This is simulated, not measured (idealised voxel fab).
process module | voxel self aligned vias
We display cut, a cross-section 235 nm in width whose square cells are each 5 nm.
A cross-section in this document is a grid of square cells, and it is written down as bands, the top band listed before the ones below it; a band is made up of one or more rows of cells. Per band: top height and bottom height in nm, followed by the left-to-right materials and their widths in nm; "edge to edge" marks a single material spanning edge to edge, "air" marks empty space. We count height from 0. Below that, the starting wafer is all one material. The lowest band never ends at the bottom but goes on down; see "0 -> down" for how that is written. Width "30..40": first value at the band's top row of cells, second value at its bottom row, equal change from row to row. Key: "nothing was modified" - step with no changed cell in the cross-section. In the "Closed voids list" entry, you get each enclosed empty space of 8 cells or more, one with no open way to the top, written width x height at distance, distance from the left edge, in nm. Past the settings on a step's line: simulator remark, on that step. When a step includes a mask, the "overlay nm" setting on its line states how far to the right of its planned place that mask lay, and negative values state how far to the left.

# List of planned process steps
1. RECEIVE [material Si]
2. CONFORMAL_DEP [material SiO2] [thk nm 10]
3. CONFORMAL_DEP [material SiCN] [thk nm 5]
4. DIRECTIONAL_DEP [material lowk] [thk nm 25]
5. DIRECTIONAL_DEP [material aC] [thk nm 15]
6. PATTERN [tone open] [mask id LINES] [material resist] [width nm 20] [pitch nm 50] [thk nm 35] [overlay nm 0]
7. DIRECTIONAL_ETCH [etch materials aC] [depth nm 15]
8. STRIP [etch materials resist]
9. DIRECTIONAL_ETCH [etch materials lowk] [depth nm 25]
10. STRIP [etch materials aC]
11. CONFORMAL_DEP [material TiN] [thk nm 5]
12. FILL_DEP [material Ru] [thk nm 5]
13. CMP [height nm 40]
14. SELECTIVE_ETCH [etch materials W Ru TiN] [depth nm 5]
15. FILL_DEP [material SiN] [thk nm 5]
16. CMP [height nm 40]
17. DIRECTIONAL_DEP [material lowk] [thk nm 20]
18. DIRECTIONAL_DEP [material aC] [thk nm 15]
19. PATTERN [tone open] [mask id VIAS] [material resist] [width nm 30] [thk nm 30] [overlay nm 0]
20. DIRECTIONAL_ETCH [etch materials aC] [depth nm 15]
21. STRIP [etch materials resist]
22. DIRECTIONAL_ETCH [etch materials lowk] [depth nm 20]
23. DIRECTIONAL_ETCH [etch materials SiN] [depth nm 5]
24. STRIP [etch materials aC]
25. CONFORMAL_DEP [material TiN] [thk nm 5]
26. FILL_DEP [material Ru] [thk nm 5]
27. CMP [height nm 60]
28. CONFORMAL_DEP [material SiCN] [thk nm 5]

# Here's what the wafer looked like in cross-section when it arrived - that's after step 1
- 0 -> down: Si edge to edge
- Closed voids list: none

# Here's the wafer cut in cross-section after the module, started and planned just like above, except one thing was done wrong in the run
- 65 -> 60: SiCN edge to edge
- 60 -> 45: lowk 75 nm / TiN 5 nm / Ru 20 nm / TiN 5 nm / lowk 130 nm
- 45 -> 40: lowk 75 nm / TiN 30 nm / lowk 130 nm
- 40 -> 35: SiCN edge to edge
- 35 -> 10: lowk edge to edge
- 10 -> 0: SiO2 edge to edge
- 0 -> down: Si edge to edge
- Closed voids list: none
Here's what went sideways: transposition of steps 3 and 4 relative to the planned sequence
